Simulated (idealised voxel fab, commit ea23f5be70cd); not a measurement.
process module | voxel wiring stack
cross-section cut | 260 nm wide | cells 5 nm
A cross-section is a grid of square cells, given in bands from the top down. A band is one or more rows of cells.
Each band's line starts with the height of the band's top and of its bottom, in nm. Then come its materials from left to right, each with its width in nm. One material with "throughout" fills the band from edge to edge. "air" is empty space.
Height 0 is the level under which the wafer as received is all one material. The lowest band goes on downwards, as in "0 down".
A width such as "30 to 40" changes by the same amount from each row of cells to the next, from the band's top row to its bottom row.
"no change" after a step means that no cell of the cross-section changed.
closed voids: empty space of 8 cells or more with no open way to the top, each as width x height at its distance from the left edge, in nm
after a step's settings: what the simulator itself notes on the step
overlay nm, on a step with a mask: how far to the right of its planned place the mask lay; to the left if negative
plan
1 op RECEIVE | material Si
2 op CONFORMAL_DEP | material SiO2 | thk nm 10
3 op CONFORMAL_DEP | material SiN | thk nm 5
4 op DIRECTIONAL_DEP | material lowk | thk nm 20
5 op PATTERN | tone open | mask id METAL_1 | material resist | width nm 20 | pitch nm 40 | thk nm 15 | overlay nm 0
6 op DIRECTIONAL_ETCH | etch materials lowk | depth nm 20
7 op DIRECTIONAL_ETCH | etch materials SiN | depth nm 5
8 op STRIP | etch materials resist
9 op CONFORMAL_DEP | material TiN | thk nm 5
10 op FILL_DEP | material Cu | thk nm 10
11 op CMP | height nm 35
12 op EPI | material Ru | thk nm 5
13 op FILL_DEP | material SiCN | thk nm 5
14 op DIRECTIONAL_DEP | material SiO2 | thk nm 15
15 op MASKED_ETCH | tone open | mask id PLUG_1 | width nm 15 | pitch nm 40 | etch materials SiO2 | depth nm 15 | overlay nm 0
16 op MASKED_ETCH | tone open | mask id PLUG_1 | width nm 15 | pitch nm 40 | etch materials SiCN | depth nm 5 | overlay nm 0
17 op EPI | material Ru | thk nm 10
18 op EPI | material Ru | thk nm 10
19 op CONFORMAL_DEP | material SiN | thk nm 5
20 op DIRECTIONAL_DEP | material SiO2 | thk nm 25
21 op PATTERN | tone open | mask id METAL_2 | material resist | width nm 20 | pitch nm 40 | thk nm 15 | overlay nm 0
22 op DIRECTIONAL_ETCH | etch materials SiO2 | depth nm 25
23 op DIRECTIONAL_ETCH | etch materials SiN | depth nm 5
24 op STRIP | etch materials resist
25 op CONFORMAL_DEP | material TiN | thk nm 5
26 op FILL_DEP | material W | thk nm 5
27 op CMP | height nm 90
28 op EPI | material Ru | thk nm 5
29 op FILL_DEP | material SiCN | thk nm 5
30 op DIRECTIONAL_DEP | material lowk | thk nm 35
31 op MASKED_ETCH | tone open | mask id METAL_3 | width nm 20 | pitch nm 40 | etch materials lowk | depth nm 20 | overlay nm 0
32 op DIRECTIONAL_DEP | material aC | thk nm 15
33 op PATTERN | tone open | mask id METAL_3_HOLES | material resist | width nm 15 | pitch nm 80 | thk nm 35 | overlay nm 0
34 op DIRECTIONAL_ETCH | etch materials aC | depth nm 15
35 op STRIP | etch materials resist
36 op DIRECTIONAL_ETCH | etch materials lowk | depth nm 15
37 op DIRECTIONAL_ETCH | etch materials SiCN | depth nm 5
38 op STRIP | etch materials aC
39 op CONFORMAL_DEP | material TiN | thk nm 5
40 op FILL_DEP | material Ru | thk nm 10
41 op CMP | height nm 135
42 op CONFORMAL_DEP | material SiCN | thk nm 5
as received, after step 1
  0 down: Si throughout
  closed voids: none
a wafer at the end: this start, this plan, one mistake
  140 to 135: SiCN throughout
  135 to 125: Ru 70 | TiN 5 | lowk 5 | TiN 5 | Ru 10 | TiN 5 | lowk 20 | TiN 5 | Ru 25 | TiN 5 | lowk 5 | TiN 5 | Ru 10 | TiN 5 | lowk 20 | TiN 5 | Ru 55
  125 to 120: Ru 55 | TiN 20 | lowk 5 | TiN 5 | Ru 10 | TiN 5 | lowk 20 | TiN 5 | Ru 10 | TiN 20 | lowk 5 | TiN 5 | Ru 10 | TiN 5 | lowk 20 | TiN 5 | Ru 55
  120 to 115: TiN 60 | lowk 20 | TiN 20 | lowk 20 | TiN 20 | lowk 20 | TiN 20 | lowk 20 | TiN 60
  115 to 100: lowk throughout
  100 to 95: SiCN throughout
  95 to 90: SiCN 55 | Ru 30 | SiCN 10 | Ru 30 | SiCN 10 | Ru 30 | SiCN 10 | Ru 30 | SiCN 55
  90 to 65: SiO2 60 | TiN 5 | W 10 | TiN 5 | SiO2 20 | TiN 5 | W 10 | TiN 5 | SiO2 20 | TiN 5 | W 10 | TiN 5 | SiO2 20 | TiN 5 | W 10 | TiN 5 | SiO2 60
  65 to 60: SiN 60 | TiN 20 | SiN 20 | TiN 20 | SiN 20 | TiN 20 | SiN 20 | TiN 20 | SiN 60
  60 to 45: SiO2 60 | Ru 15 | SiO2 25 | Ru 15 | SiO2 25 | Ru 15 | SiO2 25 | Ru 15 | SiO2 65
  45 to 35: SiCN 60 to 55 | Ru 15 to 30 | SiCN 25 to 10 | Ru 15 to 30 | SiCN 25 to 10 | Ru 15 to 30 | SiCN 25 to 10 | Ru 15 to 30 | SiCN 65 to 55
  35 to 15: lowk 60 | TiN 5 | Cu 10 | TiN 5 | lowk 20 | TiN 5 | Cu 10 | TiN 5 | lowk 20 | TiN 5 | Cu 10 | TiN 5 | lowk 20 | TiN 5 | Cu 10 | TiN 5 | lowk 60
  15 to 10: SiN 60 | TiN 20 | SiN 20 | TiN 20 | SiN 20 | TiN 20 | SiN 20 | TiN 20 | SiN 60
  10 to 0: SiO2 throughout
  0 down: Si throughout
  closed voids: none
what went wrong: step 31 ran as: op MASKED_ETCH | tone cover | mask id METAL_3 | width nm 20 | pitch nm 40 | etch materials lowk | depth nm 20 | overlay nm 0
